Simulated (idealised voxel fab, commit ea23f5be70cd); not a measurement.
process module | voxel self aligned vias
cross-section cut | 250 nm wide | cells 5 nm
A cross-section is a grid of square cells, given in bands from the top down. A band is one or more rows of cells.
Each band's line starts with the height of the band's top and of its bottom, in nm. Then come its materials from left to right, each with its width in nm. One material with "throughout" fills the band from edge to edge. "air" is empty space.
Height 0 is the level under which the wafer as received is all one material. The lowest band goes on downwards, as in "0 down".
A width such as "30 to 40" changes by the same amount from each row of cells to the next, from the band's top row to its bottom row.
"no change" after a step means that no cell of the cross-section changed.
closed voids: empty space of 8 cells or more with no open way to the top, each as width x height at its distance from the left edge, in nm
after a step's settings: what the simulator itself notes on the step
overlay nm, on a step with a mask: how far to the right of its planned place the mask lay; to the left if negative
plan
1 op RECEIVE | material Si
2 op CONFORMAL_DEP | material SiO2 | thk nm 15
3 op CONFORMAL_DEP | material SiCN | thk nm 5
4 op DIRECTIONAL_DEP | material SiO2 | thk nm 30
5 op DIRECTIONAL_DEP | material aC | thk nm 15
6 op PATTERN | tone open | mask id LINES | material resist | width nm 30 | pitch nm 75 | thk nm 35 | overlay nm 0
7 op DIRECTIONAL_ETCH | etch materials aC | depth nm 15
8 op STRIP | etch materials resist
9 op DIRECTIONAL_ETCH | etch materials SiO2 | depth nm 30
10 op STRIP | etch materials aC
11 op CONFORMAL_DEP | material TiN | thk nm 5
12 op FILL_DEP | material W | thk nm 10
13 op CMP | height nm 50
14 op SELECTIVE_ETCH | etch materials W Ru TiN | depth nm 5
15 op FILL_DEP | material SiN | thk nm 5
16 op CMP | height nm 50
17 op DIRECTIONAL_DEP | material SiO2 | thk nm 20
18 op PATTERN | tone open | mask id VIAS | material resist | width nm 50 | pitch nm 150 | thk nm 15 | overlay nm 0
19 op DIRECTIONAL_ETCH | etch materials SiO2 | depth nm 20
20 op DIRECTIONAL_ETCH | etch materials SiN | depth nm 5
21 op STRIP | etch materials resist
22 op CONFORMAL_DEP | material TiN | thk nm 5
23 op FILL_DEP | material Cu | thk nm 10
24 op CMP | height nm 70
25 op CONFORMAL_DEP | material SiN | thk nm 5
as received, after step 1
  0 down: Si throughout
  closed voids: none
a wafer at the end: this start, this plan, one mistake
  75 to 70: SiN throughout
  70 to 50: SiO2 25 | TiN 5 | Cu 40 | TiN 5 | SiO2 100 | TiN 5 | Cu 40 | TiN 5 | SiO2 25
  50 to 45: SiN 25 | TiN 50 | SiN 100 | TiN 50 | SiN 25
  45 to 40: W throughout
  40 to 35: TiN 40 | W 20 | TiN 55 | W 20 | TiN 55 | W 20 | TiN 40
  35 to 10: SiO2 35 | TiN 5 | W 20 | TiN 5 | SiO2 45 | TiN 5 | W 20 | TiN 5 | SiO2 45 | TiN 5 | W 20 | TiN 5 | SiO2 35
  10 to 5: SiO2 35 | TiN 30 | SiO2 45 | TiN 30 | SiO2 45 | TiN 30 | SiO2 35
  5 to 0: SiCN throughout
  0 down: Si throughout
  closed voids: none
what went wrong: step 2 was left out
